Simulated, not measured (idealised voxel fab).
process module | voxel wiring stack
cross-section cut | 220 nm wide | cells 5 nm
A cross-section is a grid of square cells, given in bands from the top down. A band is one or more rows of cells.
Each band's line starts with the height of the band's top and of its bottom, in nm. Then come its materials from left to right, each with its width in nm. One material with "throughout" fills the band from edge to edge. "air" is empty space.
Height 0 is the level under which the wafer as received is all one material. The lowest band goes on downwards, as in "0 down".
A width such as "30 to 40" changes by the same amount from each row of cells to the next, from the band's top row to its bottom row.
"no change" after a step means that no cell of the cross-section changed.
closed voids: empty space of 8 cells or more with no open way to the top, each as width x height at its distance from the left edge, in nm
after a step's settings: what the simulator itself notes on the step
overlay nm, on a step with a mask: how far to the right of its planned place the mask lay; to the left if negative
plan
1 op RECEIVE | material Si
2 op CONFORMAL_DEP | material SiO2 | thk nm 15
3 op CONFORMAL_DEP | material SiN | thk nm 5
4 op DIRECTIONAL_DEP | material SiO2 | thk nm 15
5 op DIRECTIONAL_DEP | material aC | thk nm 15
6 op PATTERN | tone open | mask id METAL_1 | material resist | width nm 30 | pitch nm 45 | thk nm 30 | overlay nm 0
7 op DIRECTIONAL_ETCH | etch materials aC | depth nm 15
8 op STRIP | etch materials resist
9 op DIRECTIONAL_ETCH | etch materials SiO2 | depth nm 15
10 op DIRECTIONAL_ETCH | etch materials SiN | depth nm 5
11 op STRIP | etch materials aC
12 op CONFORMAL_DEP | material TiN | thk nm 5
13 op FILL_DEP | material Cu | thk nm 5
14 op CMP | height nm 35
15 op EPI | material Ru | thk nm 5
16 op FILL_DEP | material SiCN | thk nm 5
17 op DIRECTIONAL_DEP | material SiO2 | thk nm 30
18 op DIRECTIONAL_DEP | material aC | thk nm 10
19 op PATTERN | tone open | mask id METAL_2 | material resist | width nm 30 | pitch nm 45 | thk nm 25 | overlay nm 0
20 op DIRECTIONAL_ETCH | etch materials aC | depth nm 10
21 op STRIP | etch materials resist
22 op DIRECTIONAL_ETCH | etch materials SiO2 | depth nm 20
23 op STRIP | etch materials aC
24 op DIRECTIONAL_DEP | material aC | thk nm 10
25 op PATTERN | tone open | mask id METAL_2_HOLES | material resist | width nm 15 | pitch nm 45 | thk nm 30 | overlay nm 0
26 op DIRECTIONAL_ETCH | etch materials aC | depth nm 10
27 op STRIP | etch materials resist
28 op DIRECTIONAL_ETCH | etch materials SiO2 | depth nm 10
29 op DIRECTIONAL_ETCH | etch materials SiCN | depth nm 5
30 op STRIP | etch materials aC
31 op CONFORMAL_DEP | material TiN | thk nm 5
32 op FILL_DEP | material Cu | thk nm 5
33 op CMP | height nm 75
34 op CONFORMAL_DEP | material SiCN | thk nm 5
35 op DIRECTIONAL_DEP | material lowk | thk nm 30
36 op DIRECTIONAL_DEP | material aC | thk nm 10
37 op PATTERN | tone open | mask id METAL_3_HOLES | material resist | width nm 15 | pitch nm 90 | thk nm 25 | overlay nm 0
38 op DIRECTIONAL_ETCH | etch materials aC | depth nm 10
39 op STRIP | etch materials resist
40 op DIRECTIONAL_ETCH | etch materials lowk | depth nm 30
41 op STRIP | etch materials aC
42 op PATTERN | tone open | mask id METAL_3 | material resist | width nm 30 | pitch nm 45 | thk nm 20 | overlay nm 0
43 op DIRECTIONAL_ETCH | etch materials lowk | depth nm 20
44 op DIRECTIONAL_ETCH | etch materials SiCN | depth nm 5
45 op STRIP | etch materials resist
46 op CONFORMAL_DEP | material TiN | thk nm 5
47 op FILL_DEP | material Ru | thk nm 5
48 op CMP | height nm 110
49 op CONFORMAL_DEP | material SiCN | thk nm 5
50 op DIRECTIONAL_DEP | material lowk | thk nm 15
51 op DIRECTIONAL_DEP | material aC | thk nm 15
52 op PATTERN | tone open | mask id PLUG_3 | material resist | width nm 15 | pitch nm 45 | thk nm 30 | overlay nm 0
53 op DIRECTIONAL_ETCH | etch materials aC | depth nm 15
54 op STRIP | etch materials resist
55 op DIRECTIONAL_ETCH | etch materials lowk | depth nm 15
56 op DIRECTIONAL_ETCH | etch materials SiCN | depth nm 5
57 op STRIP | etch materials aC
58 op CONFORMAL_DEP | material TiN | thk nm 5
59 op FILL_DEP | material W | thk nm 5
60 op CMP | height nm 130
61 op DIRECTIONAL_DEP | material TiN | thk nm 5
62 op DIRECTIONAL_DEP | material W | thk nm 25
63 op PATTERN | tone cover | mask id METAL_4 | material resist | width nm 30 | pitch nm 45 | thk nm 15 | overlay nm 0
64 op DIRECTIONAL_ETCH | etch materials W | depth nm 25
65 op DIRECTIONAL_ETCH | etch materials TiN | depth nm 5
66 op STRIP | etch materials resist
67 op FILL_DEP | material SiO2 | thk nm 10
68 op CMP | height nm 160
69 op CONFORMAL_DEP | material SiN | thk nm 5
first wafer, as planned
as received, after step 1
  0 down: Si throughout
  closed voids: none
after step 2
  15 to 0: SiO2 throughout
  below 0: unchanged
after step 3
  20 to 15: SiN throughout
  below 15: unchanged
after step 4
  35 to 20: SiO2 throughout
  below 20: unchanged
after step 5
  50 to 35: aC throughout
  below 35: unchanged
after step 6
  80 to 50: resist 25 | air 30 | resist 15 | air 30 | resist 15 | air 30 | resist 15 | air 30 | resist 30
  below 50: unchanged
after step 7
  65 to 50: resist 25 | air 30 | resist 15 | air 30 | resist 15 | air 30 | resist 15 | air 30 | resist 30
  50 to 35: aC 25 | air 30 | aC 15 | air 30 | aC 15 | air 30 | aC 15 | air 30 | aC 30
  below 35: unchanged
after step 8
  50 to 35: aC 25 | air 30 | aC 15 | air 30 | aC 15 | air 30 | aC 15 | air 30 | aC 30
  below 35: unchanged
after step 9
  50 to 35: aC 25 | air 30 | aC 15 | air 30 | aC 15 | air 30 | aC 15 | air 30 | aC 30
  35 to 20: SiO2 25 | air 30 | SiO2 15 | air 30 | SiO2 15 | air 30 | SiO2 15 | air 30 | SiO2 30
  below 20: unchanged
after step 10
  50 to 35: aC 25 | air 30 | aC 15 | air 30 | aC 15 | air 30 | aC 15 | air 30 | aC 30
  35 to 20: SiO2 25 | air 30 | SiO2 15 | air 30 | SiO2 15 | air 30 | SiO2 15 | air 30 | SiO2 30
  20 to 15: SiN 25 | air 30 | SiN 15 | air 30 | SiN 15 | air 30 | SiN 15 | air 30 | SiN 30
  below 15: unchanged
after step 11
  35 to 20: SiO2 25 | air 30 | SiO2 15 | air 30 | SiO2 15 | air 30 | SiO2 15 | air 30 | SiO2 30
  below 20: unchanged
after step 12
  40 to 35: TiN 30 | air 20 | TiN 25 | air 20 | TiN 25 | air 20 | TiN 25 | air 20 | TiN 35
  35 to 20: SiO2 25 | TiN 5 | air 20 | TiN 5 | SiO2 15 | TiN 5 | air 20 | TiN 5 | SiO2 15 | TiN 5 | air 20 | TiN 5 | SiO2 15 | TiN 5 | air 20 | TiN 5 | SiO2 30
  20 to 15: SiN 25 | TiN 30 | SiN 15 | TiN 30 | SiN 15 | TiN 30 | SiN 15 | TiN 30 | SiN 30
  below 15: unchanged
after step 13
  45 to 40: Cu throughout
  40 to 35: TiN 30 | Cu 20 | TiN 25 | Cu 20 | TiN 25 | Cu 20 | TiN 25 | Cu 20 | TiN 35
  35 to 20: SiO2 25 | TiN 5 | Cu 20 | TiN 5 | SiO2 15 | TiN 5 | Cu 20 | TiN 5 | SiO2 15 | TiN 5 | Cu 20 | TiN 5 | SiO2 15 | TiN 5 | Cu 20 | TiN 5 | SiO2 30
  below 20: unchanged
after step 14
  35 to 20: SiO2 25 | TiN 5 | Cu 20 | TiN 5 | SiO2 15 | TiN 5 | Cu 20 | TiN 5 | SiO2 15 | TiN 5 | Cu 20 | TiN 5 | SiO2 15 | TiN 5 | Cu 20 | TiN 5 | SiO2 30
  below 20: unchanged
after step 15
  40 to 35: air 20 | Ru 40 | air 5 | Ru 40 | air 5 | Ru 40 | air 5 | Ru 40 | air 25
  below 35: unchanged
after step 16
  45 to 40: SiCN throughout
  40 to 35: SiCN 20 | Ru 40 | SiCN 5 | Ru 40 | SiCN 5 | Ru 40 | SiCN 5 | Ru 40 | SiCN 25
  below 35: unchanged
after step 17
  75 to 45: SiO2 throughout
  below 45: unchanged
after step 18
  85 to 75: aC throughout
  below 75: unchanged
after step 19
  110 to 85: resist 25 | air 30 | resist 15 | air 30 | resist 15 | air 30 | resist 15 | air 30 | resist 30
  below 85: unchanged
after step 20
  100 to 85: resist 25 | air 30 | resist 15 | air 30 | resist 15 | air 30 | resist 15 | air 30 | resist 30
  85 to 75: aC 25 | air 30 | aC 15 | air 30 | aC 15 | air 30 | aC 15 | air 30 | aC 30
  below 75: unchanged
after step 21
  85 to 75: aC 25 | air 30 | aC 15 | air 30 | aC 15 | air 30 | aC 15 | air 30 | aC 30
  below 75: unchanged
after step 22
  85 to 75: aC 25 | air 30 | aC 15 | air 30 | aC 15 | air 30 | aC 15 | air 30 | aC 30
  75 to 55: SiO2 25 | air 30 | SiO2 15 | air 30 | SiO2 15 | air 30 | SiO2 15 | air 30 | SiO2 30
  below 55: unchanged
after step 23
  75 to 55: SiO2 25 | air 30 | SiO2 15 | air 30 | SiO2 15 | air 30 | SiO2 15 | air 30 | SiO2 30
  below 55: unchanged
after step 24
  85 to 75: aC 25 | air 30 | aC 15 | air 30 | aC 15 | air 30 | aC 15 | air 30 | aC 30
  75 to 65: SiO2 25 | air 30 | SiO2 15 | air 30 | SiO2 15 | air 30 | SiO2 15 | air 30 | SiO2 30
  65 to 55: SiO2 25 | aC 30 | SiO2 15 | aC 30 | SiO2 15 | aC 30 | SiO2 15 | aC 30 | SiO2 30
  below 55: unchanged
after step 25
  115 to 85: resist 25 | air 15 | resist 30 | air 15 | resist 30 | air 15 | resist 30 | air 15 | resist 45
  85 to 75: aC 25 | air 15 | resist 15 | aC 15 | air 15 | resist 15 | aC 15 | air 15 | resist 15 | aC 15 | air 15 | resist 15 | aC 30
  75 to 65: SiO2 25 | air 15 | resist 15 | SiO2 15 | air 15 | resist 15 | SiO2 15 | air 15 | resist 15 | SiO2 15 | air 15 | resist 15 | SiO2 30
  below 65: unchanged
after step 26
  105 to 85: resist 25 | air 15 | resist 30 | air 15 | resist 30 | air 15 | resist 30 | air 15 | resist 45
  85 to 75: aC 25 | air 15 | resist 15 | aC 15 | air 15 | resist 15 | aC 15 | air 15 | resist 15 | aC 15 | air 15 | resist 15 | aC 30
  75 to 65: SiO2 25 | air 15 | resist 15 | SiO2 15 | air 15 | resist 15 | SiO2 15 | air 15 | resist 15 | SiO2 15 | air 15 | resist 15 | SiO2 30
  65 to 55: SiO2 25 | air 15 | aC 15 | SiO2 15 | air 15 | aC 15 | SiO2 15 | air 15 | aC 15 | SiO2 15 | air 15 | aC 15 | SiO2 30
  below 55: unchanged
after step 27
  85 to 75: aC 25 | air 30 | aC 15 | air 30 | aC 15 | air 30 | aC 15 | air 30 | aC 30
  75 to 65: SiO2 25 | air 30 | SiO2 15 | air 30 | SiO2 15 | air 30 | SiO2 15 | air 30 | SiO2 30
  below 65: unchanged
after step 28
  85 to 75: aC 25 | air 30 | aC 15 | air 30 | aC 15 | air 30 | aC 15 | air 30 | aC 30
  75 to 65: SiO2 25 | air 30 | SiO2 15 | air 30 | SiO2 15 | air 30 | SiO2 15 | air 30 | SiO2 30
  65 to 55: SiO2 25 | air 15 | aC 15 | SiO2 15 | air 15 | aC 15 | SiO2 15 | air 15 | aC 15 | SiO2 15 | air 15 | aC 15 | SiO2 30
  55 to 45: SiO2 25 | air 15 | SiO2 30 | air 15 | SiO2 30 | air 15 | SiO2 30 | air 15 | SiO2 45
  below 45: unchanged
after step 29
  85 to 75: aC 25 | air 30 | aC 15 | air 30 | aC 15 | air 30 | aC 15 | air 30 | aC 30
  75 to 65: SiO2 25 | air 30 | SiO2 15 | air 30 | SiO2 15 | air 30 | SiO2 15 | air 30 | SiO2 30
  65 to 55: SiO2 25 | air 15 | aC 15 | SiO2 15 | air 15 | aC 15 | SiO2 15 | air 15 | aC 15 | SiO2 15 | air 15 | aC 15 | SiO2 30
  55 to 45: SiO2 25 | air 15 | SiO2 30 | air 15 | SiO2 30 | air 15 | SiO2 30 | air 15 | SiO2 45
  45 to 40: SiCN 25 | air 15 | SiCN 30 | air 15 | SiCN 30 | air 15 | SiCN 30 | air 15 | SiCN 45
  below 40: unchanged
after step 30
  75 to 55: SiO2 25 | air 30 | SiO2 15 | air 30 | SiO2 15 | air 30 | SiO2 15 | air 30 | SiO2 30
  below 55: unchanged
after step 31
  80 to 75: TiN 30 | air 20 | TiN 25 | air 20 | TiN 25 | air 20 | TiN 25 | air 20 | TiN 35
  75 to 60: SiO2 25 | TiN 5 | air 20 | TiN 5 | SiO2 15 | TiN 5 | air 20 | TiN 5 | SiO2 15 | TiN 5 | air 20 | TiN 5 | SiO2 15 | TiN 5 | air 20 | TiN 5 | SiO2 30
  60 to 55: SiO2 25 | TiN 5 | air 5 | TiN 20 | SiO2 15 | TiN 5 | air 5 | TiN 20 | SiO2 15 | TiN 5 | air 5 | TiN 20 | SiO2 15 | TiN 5 | air 5 | TiN 20 | SiO2 30
  55 to 45: SiO2 25 | TiN 5 | air 5 | TiN 5 | SiO2 30 | TiN 5 | air 5 | TiN 5 | SiO2 30 | TiN 5 | air 5 | TiN 5 | SiO2 30 | TiN 5 | air 5 | TiN 5 | SiO2 45
  45 to 40: SiCN 25 | TiN 15 | SiCN 30 | TiN 15 | SiCN 30 | TiN 15 | SiCN 30 | TiN 15 | SiCN 45
  below 40: unchanged
after step 32
  85 to 80: Cu throughout
  80 to 75: TiN 30 | Cu 20 | TiN 25 | Cu 20 | TiN 25 | Cu 20 | TiN 25 | Cu 20 | TiN 35
  75 to 60: SiO2 25 | TiN 5 | Cu 20 | TiN 5 | SiO2 15 | TiN 5 | Cu 20 | TiN 5 | SiO2 15 | TiN 5 | Cu 20 | TiN 5 | SiO2 15 | TiN 5 | Cu 20 | TiN 5 | SiO2 30
  60 to 55: SiO2 25 | TiN 5 | Cu 5 | TiN 20 | SiO2 15 | TiN 5 | Cu 5 | TiN 20 | SiO2 15 | TiN 5 | Cu 5 | TiN 20 | SiO2 15 | TiN 5 | Cu 5 | TiN 20 | SiO2 30
  55 to 45: SiO2 25 | TiN 5 | Cu 5 | TiN 5 | SiO2 30 | TiN 5 | Cu 5 | TiN 5 | SiO2 30 | TiN 5 | Cu 5 | TiN 5 | SiO2 30 | TiN 5 | Cu 5 | TiN 5 | SiO2 45
  below 45: unchanged
after step 33
  75 to 60: SiO2 25 | TiN 5 | Cu 20 | TiN 5 | SiO2 15 | TiN 5 | Cu 20 | TiN 5 | SiO2 15 | TiN 5 | Cu 20 | TiN 5 | SiO2 15 | TiN 5 | Cu 20 | TiN 5 | SiO2 30
  below 60: unchanged
after step 34
  80 to 75: SiCN throughout
  below 75: unchanged
after step 35
  110 to 80: lowk throughout
  below 80: unchanged
after step 36
  120 to 110: aC throughout
  below 110: unchanged
after step 37
  145 to 120: resist 25 | air 15 | resist 75 | air 15 | resist 90
  below 120: unchanged
after step 38
  135 to 120: resist 25 | air 15 | resist 75 | air 15 | resist 90
  120 to 110: aC 25 | air 15 | aC 75 | air 15 | aC 90
  below 110: unchanged
after step 39
  120 to 110: aC 25 | air 15 | aC 75 | air 15 | aC 90
  below 110: unchanged
after step 40
  120 to 110: aC 25 | air 15 | aC 75 | air 15 | aC 90
  110 to 80: lowk 25 | air 15 | lowk 75 | air 15 | lowk 90
  below 80: unchanged
after step 41
  110 to 80: lowk 25 | air 15 | lowk 75 | air 15 | lowk 90
  below 80: unchanged
after step 42
  130 to 110: resist 25 | air 30 | resist 15 | air 30 | resist 15 | air 30 | resist 15 | air 30 | resist 30
  below 110: unchanged
after step 43
  130 to 110: resist 25 | air 30 | resist 15 | air 30 | resist 15 | air 30 | resist 15 | air 30 | resist 30
  110 to 90: lowk 25 | air 30 | lowk 15 | air 30 | lowk 15 | air 30 | lowk 15 | air 30 | lowk 30
  below 90: unchanged
after step 44
  130 to 110: resist 25 | air 30 | resist 15 | air 30 | resist 15 | air 30 | resist 15 | air 30 | resist 30
  110 to 90: lowk 25 | air 30 | lowk 15 | air 30 | lowk 15 | air 30 | lowk 15 | air 30 | lowk 30
  90 to 80: lowk 25 | air 15 | lowk 75 | air 15 | lowk 90
  80 to 75: SiCN 25 | air 15 | SiCN 75 | air 15 | SiCN 90
  below 75: unchanged
after step 45
  110 to 90: lowk 25 | air 30 | lowk 15 | air 30 | lowk 15 | air 30 | lowk 15 | air 30 | lowk 30
  below 90: unchanged
after step 46
  115 to 110: TiN 30 | air 20 | TiN 25 | air 20 | TiN 25 | air 20 | TiN 25 | air 20 | TiN 35
  110 to 95: lowk 25 | TiN 5 | air 20 | TiN 5 | lowk 15 | TiN 5 | air 20 | TiN 5 | lowk 15 | TiN 5 | air 20 | TiN 5 | lowk 15 | TiN 5 | air 20 | TiN 5 | lowk 30
  95 to 90: lowk 25 | TiN 5 | air 5 | TiN 20 | lowk 15 | TiN 30 | lowk 15 | TiN 5 | air 5 | TiN 20 | lowk 15 | TiN 30 | lowk 30
  90 to 80: lowk 25 | TiN 5 | air 5 | TiN 5 | lowk 75 | TiN 5 | air 5 | TiN 5 | lowk 90
  80 to 75: SiCN 25 | TiN 15 | SiCN 75 | TiN 15 | SiCN 90
  below 75: unchanged
after step 47
  120 to 115: Ru throughout
  115 to 110: TiN 30 | Ru 20 | TiN 25 | Ru 20 | TiN 25 | Ru 20 | TiN 25 | Ru 20 | TiN 35
  110 to 95: lowk 25 | TiN 5 | Ru 20 | TiN 5 | lowk 15 | TiN 5 | Ru 20 | TiN 5 | lowk 15 | TiN 5 | Ru 20 | TiN 5 | lowk 15 | TiN 5 | Ru 20 | TiN 5 | lowk 30
  95 to 90: lowk 25 | TiN 5 | Ru 5 | TiN 20 | lowk 15 | TiN 30 | lowk 15 | TiN 5 | Ru 5 | TiN 20 | lowk 15 | TiN 30 | lowk 30
  90 to 80: lowk 25 | TiN 5 | Ru 5 | TiN 5 | lowk 75 | TiN 5 | Ru 5 | TiN 5 | lowk 90
  below 80: unchanged
after step 48
  110 to 95: lowk 25 | TiN 5 | Ru 20 | TiN 5 | lowk 15 | TiN 5 | Ru 20 | TiN 5 | lowk 15 | TiN 5 | Ru 20 | TiN 5 | lowk 15 | TiN 5 | Ru 20 | TiN 5 | lowk 30
  below 95: unchanged
after step 49
  115 to 110: SiCN throughout
  below 110: unchanged
after step 50
  130 to 115: lowk throughout
  below 115: unchanged
after step 51
  145 to 130: aC throughout
  below 130: unchanged
after step 52
  175 to 145: resist 25 | air 15 | resist 30 | air 15 | resist 30 | air 15 | resist 30 | air 15 | resist 45
  below 145: unchanged
after step 53
  160 to 145: resist 25 | air 15 | resist 30 | air 15 | resist 30 | air 15 | resist 30 | air 15 | resist 45
  145 to 130: aC 25 | air 15 | aC 30 | air 15 | aC 30 | air 15 | aC 30 | air 15 | aC 45
  below 130: unchanged
after step 54
  145 to 130: aC 25 | air 15 | aC 30 | air 15 | aC 30 | air 15 | aC 30 | air 15 | aC 45
  below 130: unchanged
after step 55
  145 to 130: aC 25 | air 15 | aC 30 | air 15 | aC 30 | air 15 | aC 30 | air 15 | aC 45
  130 to 115: lowk 25 | air 15 | lowk 30 | air 15 | lowk 30 | air 15 | lowk 30 | air 15 | lowk 45
  below 115: unchanged
after step 56
  145 to 130: aC 25 | air 15 | aC 30 | air 15 | aC 30 | air 15 | aC 30 | air 15 | aC 45
  130 to 115: lowk 25 | air 15 | lowk 30 | air 15 | lowk 30 | air 15 | lowk 30 | air 15 | lowk 45
  115 to 110: SiCN 25 | air 15 | SiCN 30 | air 15 | SiCN 30 | air 15 | SiCN 30 | air 15 | SiCN 45
  below 110: unchanged
after step 57
  130 to 115: lowk 25 | air 15 | lowk 30 | air 15 | lowk 30 | air 15 | lowk 30 | air 15 | lowk 45
  below 115: unchanged
after step 58
  135 to 130: TiN 30 | air 5 | TiN 40 | air 5 | TiN 40 | air 5 | TiN 40 | air 5 | TiN 50
  130 to 115: lowk 25 | TiN 5 | air 5 | TiN 5 | lowk 30 | TiN 5 | air 5 | TiN 5 | lowk 30 | TiN 5 | air 5 | TiN 5 | lowk 30 | TiN 5 | air 5 | TiN 5 | lowk 45
  115 to 110: SiCN 25 | TiN 15 | SiCN 30 | TiN 15 | SiCN 30 | TiN 15 | SiCN 30 | TiN 15 | SiCN 45
  below 110: unchanged
after step 59
  140 to 135: W throughout
  135 to 130: TiN 30 | W 5 | TiN 40 | W 5 | TiN 40 | W 5 | TiN 40 | W 5 | TiN 50
  130 to 115: lowk 25 | TiN 5 | W 5 | TiN 5 | lowk 30 | TiN 5 | W 5 | TiN 5 | lowk 30 | TiN 5 | W 5 | TiN 5 | lowk 30 | TiN 5 | W 5 | TiN 5 | lowk 45
  below 115: unchanged
after step 60
  130 to 115: lowk 25 | TiN 5 | W 5 | TiN 5 | lowk 30 | TiN 5 | W 5 | TiN 5 | lowk 30 | TiN 5 | W 5 | TiN 5 | lowk 30 | TiN 5 | W 5 | TiN 5 | lowk 45
  below 115: unchanged
after step 61
  135 to 130: TiN throughout
  below 130: unchanged
after step 62
  160 to 135: W throughout
  below 135: unchanged
after step 63
  175 to 160: air 25 | resist 30 | air 15 | resist 30 | air 15 | resist 30 | air 15 | resist 30 | air 30
  below 160: unchanged
after step 64
  175 to 160: air 25 | resist 30 | air 15 | resist 30 | air 15 | resist 30 | air 15 | resist 30 | air 30
  160 to 135: air 25 | W 30 | air 15 | W 30 | air 15 | W 30 | air 15 | W 30 | air 30
  below 135: unchanged
after step 65
  175 to 160: air 25 | resist 30 | air 15 | resist 30 | air 15 | resist 30 | air 15 | resist 30 | air 30
  160 to 135: air 25 | W 30 | air 15 | W 30 | air 15 | W 30 | air 15 | W 30 | air 30
  135 to 130: air 25 | TiN 30 | air 15 | TiN 30 | air 15 | TiN 30 | air 15 | TiN 30 | air 30
  below 130: unchanged
after step 66
  160 to 135: air 25 | W 30 | air 15 | W 30 | air 15 | W 30 | air 15 | W 30 | air 30
  below 135: unchanged
after step 67
  170 to 160: SiO2 throughout
  160 to 135: SiO2 25 | W 30 | SiO2 15 | W 30 | SiO2 15 | W 30 | SiO2 15 | W 30 | SiO2 30
  135 to 130: SiO2 25 | TiN 30 | SiO2 15 | TiN 30 | SiO2 15 | TiN 30 | SiO2 15 | TiN 30 | SiO2 30
  below 130: unchanged
after step 68
  160 to 135: SiO2 25 | W 30 | SiO2 15 | W 30 | SiO2 15 | W 30 | SiO2 15 | W 30 | SiO2 30
  below 135: unchanged
after step 69
  165 to 160: SiN throughout
  below 160: unchanged
second wafer: like start, like plan, one mistake. Through step 41 it matches the first wafer
when step 42 should have ended
  130 to 110: resist 30 | air 30 | resist 15 | air 30 | resist 15 | air 30 | resist 15 | air 30 | resist 25
  110 to 80: lowk 25 | resist 5 | air 10 | lowk 75 | resist 5 | air 10 | lowk 90
  below 80: unchanged
when step 43 should have ended
  130 to 110: resist 30 | air 30 | resist 15 | air 30 | resist 15 | air 30 | resist 15 | air 30 | resist 25
  110 to 90: lowk 25 | resist 5 | air 30 | lowk 15 | air 30 | lowk 10 | resist 5 | air 30 | lowk 15 | air 30 | lowk 25
  below 90: unchanged
when step 44 should have ended
  130 to 110: resist 30 | air 30 | resist 15 | air 30 | resist 15 | air 30 | resist 15 | air 30 | resist 25
  110 to 90: lowk 25 | resist 5 | air 30 | lowk 15 | air 30 | lowk 10 | resist 5 | air 30 | lowk 15 | air 30 | lowk 25
  90 to 80: lowk 25 | resist 5 | air 10 | lowk 75 | resist 5 | air 10 | lowk 90
  80 to 75: SiCN 30 | air 10 | SiCN 80 | air 10 | SiCN 90
  below 75: unchanged
when step 45 should have ended
  110 to 90: lowk 25 | air 35 | lowk 15 | air 30 | lowk 10 | air 35 | lowk 15 | air 30 | lowk 25
  90 to 80: lowk 25 | air 15 | lowk 75 | air 15 | lowk 90
  below 80: unchanged
when step 46 should have ended
  115 to 110: TiN 30 | air 25 | TiN 25 | air 20 | TiN 20 | air 25 | TiN 25 | air 20 | TiN 30
  110 to 95: lowk 25 | TiN 5 | air 25 | TiN 5 | lowk 15 | TiN 5 | air 20 | TiN 5 | lowk 10 | TiN 5 | air 25 | TiN 5 | lowk 15 | TiN 5 | air 20 | TiN 5 | lowk 25
  95 to 90: lowk 25 | TiN 5 | air 5 | TiN 25 | lowk 15 | TiN 30 | lowk 10 | TiN 5 | air 5 | TiN 25 | lowk 15 | TiN 30 | lowk 25
  90 to 85: lowk 25 | TiN 5 | air 5 | TiN 5 | lowk 75 | TiN 5 | air 5 | TiN 5 | lowk 90
  85 to 80: lowk 25 | TiN 15 | lowk 75 | TiN 15 | lowk 90
  80 to 75: SiCN 30 | TiN 10 | SiCN 80 | TiN 10 | SiCN 90
  below 75: unchanged
when step 47 should have ended
  120 to 115: Ru throughout
  115 to 110: TiN 30 | Ru 25 | TiN 25 | Ru 20 | TiN 20 | Ru 25 | TiN 25 | Ru 20 | TiN 30
  110 to 95: lowk 25 | TiN 5 | Ru 25 | TiN 5 | lowk 15 | TiN 5 | Ru 20 | TiN 5 | lowk 10 | TiN 5 | Ru 25 | TiN 5 | lowk 15 | TiN 5 | Ru 20 | TiN 5 | lowk 25
  95 to 90: lowk 25 | TiN 5 | Ru 5 | TiN 25 | lowk 15 | TiN 30 | lowk 10 | TiN 5 | Ru 5 | TiN 25 | lowk 15 | TiN 30 | lowk 25
  90 to 85: lowk 25 | TiN 5 | Ru 5 | TiN 5 | lowk 75 | TiN 5 | Ru 5 | TiN 5 | lowk 90
  below 85: unchanged
when step 48 should have ended
  110 to 95: lowk 25 | TiN 5 | Ru 25 | TiN 5 | lowk 15 | TiN 5 | Ru 20 | TiN 5 | lowk 10 | TiN 5 | Ru 25 | TiN 5 | lowk 15 | TiN 5 | Ru 20 | TiN 5 | lowk 25
  below 95: unchanged
when step 49 should have ended
  115 to 110: SiCN throughout
  below 110: unchanged
when step 50 should have ended
  130 to 115: lowk throughout
  below 115: unchanged
when step 51 should have ended
  145 to 130: aC throughout
  below 130: unchanged
when step 52 should have ended
  175 to 145: resist 25 | air 15 | resist 30 | air 15 | resist 30 | air 15 | resist 30 | air 15 | resist 45
  below 145: unchanged
when step 53 should have ended
  160 to 145: resist 25 | air 15 | resist 30 | air 15 | resist 30 | air 15 | resist 30 | air 15 | resist 45
  145 to 130: aC 25 | air 15 | aC 30 | air 15 | aC 30 | air 15 | aC 30 | air 15 | aC 45
  below 130: unchanged
when step 54 should have ended
  145 to 130: aC 25 | air 15 | aC 30 | air 15 | aC 30 | air 15 | aC 30 | air 15 | aC 45
  below 130: unchanged
when step 55 should have ended
  145 to 130: aC 25 | air 15 | aC 30 | air 15 | aC 30 | air 15 | aC 30 | air 15 | aC 45
  130 to 115: lowk 25 | air 15 | lowk 30 | air 15 | lowk 30 | air 15 | lowk 30 | air 15 | lowk 45
  below 115: unchanged
when step 56 should have ended
  145 to 130: aC 25 | air 15 | aC 30 | air 15 | aC 30 | air 15 | aC 30 | air 15 | aC 45
  130 to 115: lowk 25 | air 15 | lowk 30 | air 15 | lowk 30 | air 15 | lowk 30 | air 15 | lowk 45
  115 to 110: SiCN 25 | air 15 | SiCN 30 | air 15 | SiCN 30 | air 15 | SiCN 30 | air 15 | SiCN 45
  below 110: unchanged
when step 57 should have ended
  130 to 115: lowk 25 | air 15 | lowk 30 | air 15 | lowk 30 | air 15 | lowk 30 | air 15 | lowk 45
  below 115: unchanged
when step 58 should have ended
  135 to 130: TiN 30 | air 5 | TiN 40 | air 5 | TiN 40 | air 5 | TiN 40 | air 5 | TiN 50
  130 to 115: lowk 25 | TiN 5 | air 5 | TiN 5 | lowk 30 | TiN 5 | air 5 | TiN 5 | lowk 30 | TiN 5 | air 5 | TiN 5 | lowk 30 | TiN 5 | air 5 | TiN 5 | lowk 45
  115 to 110: SiCN 25 | TiN 15 | SiCN 30 | TiN 15 | SiCN 30 | TiN 15 | SiCN 30 | TiN 15 | SiCN 45
  below 110: unchanged
when step 59 should have ended
  140 to 135: W throughout
  135 to 130: TiN 30 | W 5 | TiN 40 | W 5 | TiN 40 | W 5 | TiN 40 | W 5 | TiN 50
  130 to 115: lowk 25 | TiN 5 | W 5 | TiN 5 | lowk 30 | TiN 5 | W 5 | TiN 5 | lowk 30 | TiN 5 | W 5 | TiN 5 | lowk 30 | TiN 5 | W 5 | TiN 5 | lowk 45
  below 115: unchanged
when step 60 should have ended
  130 to 115: lowk 25 | TiN 5 | W 5 | TiN 5 | lowk 30 | TiN 5 | W 5 | TiN 5 | lowk 30 | TiN 5 | W 5 | TiN 5 | lowk 30 | TiN 5 | W 5 | TiN 5 | lowk 45
  below 115: unchanged
when step 61 should have ended
  135 to 130: TiN throughout
  below 130: unchanged
when step 62 should have ended
  160 to 135: W throughout
  below 135: unchanged
when step 63 should have ended
  175 to 160: air 25 | resist 30 | air 15 | resist 30 | air 15 | resist 30 | air 15 | resist 30 | air 30
  below 160: unchanged
when step 64 should have ended
  175 to 160: air 25 | resist 30 | air 15 | resist 30 | air 15 | resist 30 | air 15 | resist 30 | air 30
  160 to 135: air 25 | W 30 | air 15 | W 30 | air 15 | W 30 | air 15 | W 30 | air 30
  below 135: unchanged
when step 65 should have ended
  175 to 160: air 25 | resist 30 | air 15 | resist 30 | air 15 | resist 30 | air 15 | resist 30 | air 30
  160 to 135: air 25 | W 30 | air 15 | W 30 | air 15 | W 30 | air 15 | W 30 | air 30
  135 to 130: air 25 | TiN 30 | air 15 | TiN 30 | air 15 | TiN 30 | air 15 | TiN 30 | air 30
  below 130: unchanged
when step 66 should have ended
  160 to 135: air 25 | W 30 | air 15 | W 30 | air 15 | W 30 | air 15 | W 30 | air 30
  below 135: unchanged
when step 67 should have ended
  170 to 160: SiO2 throughout
  160 to 135: SiO2 25 | W 30 | SiO2 15 | W 30 | SiO2 15 | W 30 | SiO2 15 | W 30 | SiO2 30
  135 to 130: SiO2 25 | TiN 30 | SiO2 15 | TiN 30 | SiO2 15 | TiN 30 | SiO2 15 | TiN 30 | SiO2 30
  below 130: unchanged
when step 68 should have ended
  160 to 135: SiO2 25 | W 30 | SiO2 15 | W 30 | SiO2 15 | W 30 | SiO2 15 | W 30 | SiO2 30
  below 135: unchanged
when step 69 should have ended
  165 to 160: SiN throughout
  below 160: unchanged
what went wrong: step 42 ran as: op PATTERN | tone open | mask id METAL_3 | material resist | width nm 30 | pitch nm 45 | thk nm 20 | overlay nm 5
at the end the second wafer has, in cells: 4 more of Ru | 2 more of SiCN | 2 more of TiN | 8 fewer of lowk
